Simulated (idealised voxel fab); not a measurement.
process module | voxel wiring stack
It is cross-section cut that appears here, measuring 230 nm in width, its square cells being 5 nm in size.
Bands, listed from the top down, are how a cross-section gets written in this document; the cross-section itself is a grid of square cells, and a band is one or more rows of them. The band entry comprises the height of the band's top followed by the height of its bottom, expressed in nm, and subsequently the band's materials from left to right, each stated together with its width in nm. Where a single material is marked with the word "throughout", that material fills the band from edge to edge. The word "air" represents empty space. Heights are measured from 0, the level below which the as-received wafer is all one material; the lowest band has no bottom and continues downward, written as in "0 -> down". A two-number width, for instance "30..40", indicates that the width is equal to the first number in the top row of the band and to the second number in the bottom row, and that it changes by a constant amount per row of cells. Step note "same as before" = no cross-section cell changed. The list in "Closed void register" covers empty spaces of 8 cells or more that cannot reach the top through any open way, and it gives each as width x height at distance; the distance is from the left edge, and width, height and distance are in nm. Note: text after step settings on the step line = simulator remark on that step. The line of a step may include "overlay nm". On a step with a mask, this value is how far to the right of its planned place the mask lay. A negative value means the mask lay to the left. Pairs, read this way: before one process step on the one hand, after it on the other, the after cross-section ending at the lowest band that changed; the step between, settings included, beneath. Same starting wafer throughout, but possibly different runs of this module, so no pair continues from the pair above unless its entry headed "Incoming structure" says so.

# Incoming structure
  65 -> 60 = 50 air | 25 TiN | 35 air | 25 TiN | 35 air | 25 TiN | 35 air
  60 -> 50 = 50 air | 5 TiN | 15 SiO2 | 5 TiN | 35 air | 5 TiN | 15 SiO2 | 5 TiN | 35 air | 5 TiN | 15 SiO2 | 5 TiN | 35 air
  50 -> 45 = 45 TiN | 5 air | 5 TiN | 15 SiO2 | 35 TiN | 5 air | 5 TiN | 15 SiO2 | 35 TiN | 5 air | 5 TiN | 15 SiO2 | 40 TiN
  45 -> 40 = 40 SiO2 | 5 TiN | 5 air | 5 TiN | 45 SiO2 | 5 TiN | 5 air | 5 TiN | 45 SiO2 | 5 TiN | 5 air | 5 TiN | 55 SiO2
  40 -> 35 = 40 SiO2 | 15 TiN | 45 SiO2 | 15 TiN | 45 SiO2 | 15 TiN | 55 SiO2
  35 -> 30 = SiCN throughout
  30 -> 15 = 40 SiO2 | 30 W | 30 SiO2 | 30 W | 30 SiO2 | 30 W | 40 SiO2
  15 -> 10 = 40 SiO2 | 30 TiN | 30 SiO2 | 30 TiN | 30 SiO2 | 30 TiN | 40 SiO2
  10 -> 0 = SiO2 throughout
  0 -> down = Si throughout
  Closed void register: none

# As Processed
  70 -> 65 = Cu throughout
  65 -> 60 = 50 Cu | 25 TiN | 35 Cu | 25 TiN | 35 Cu | 25 TiN | 35 Cu
  60 -> 50 = 50 Cu | 5 TiN | 15 SiO2 | 5 TiN | 35 Cu | 5 TiN | 15 SiO2 | 5 TiN | 35 Cu | 5 TiN | 15 SiO2 | 5 TiN | 35 Cu
  50 -> 45 = 45 TiN | 5 Cu | 5 TiN | 15 SiO2 | 35 TiN | 5 Cu | 5 TiN | 15 SiO2 | 35 TiN | 5 Cu | 5 TiN | 15 SiO2 | 40 TiN
  45 -> 40 = 40 SiO2 | 5 TiN | 5 Cu | 5 TiN | 45 SiO2 | 5 TiN | 5 Cu | 5 TiN | 45 SiO2 | 5 TiN | 5 Cu | 5 TiN | 55 SiO2
  Under 40: no change, same as before.
  Closed void register: none
What is the step between the two cross-sections above? FILL_DEP | material Cu | thk nm 5

Incoming structure: see the after view in the pair directly above.

# As Processed
  60 -> 50 = 50 Cu | 5 TiN | 15 SiO2 | 5 TiN | 35 Cu | 5 TiN | 15 SiO2 | 5 TiN | 35 Cu | 5 TiN | 15 SiO2 | 5 TiN | 35 Cu
  Under 50: no change, same as before.
  Closed void register: none
What is the step between the two cross-sections above? CMP | height nm 60

Incoming structure: see the after view in the pair directly above.

# As Processed
  65 -> 60 = SiCN throughout
  Under 60: no change, same as before.
  Closed void register: none
What is the step between the two cross-sections above? CONFORMAL_DEP | material SiCN | thk nm 5
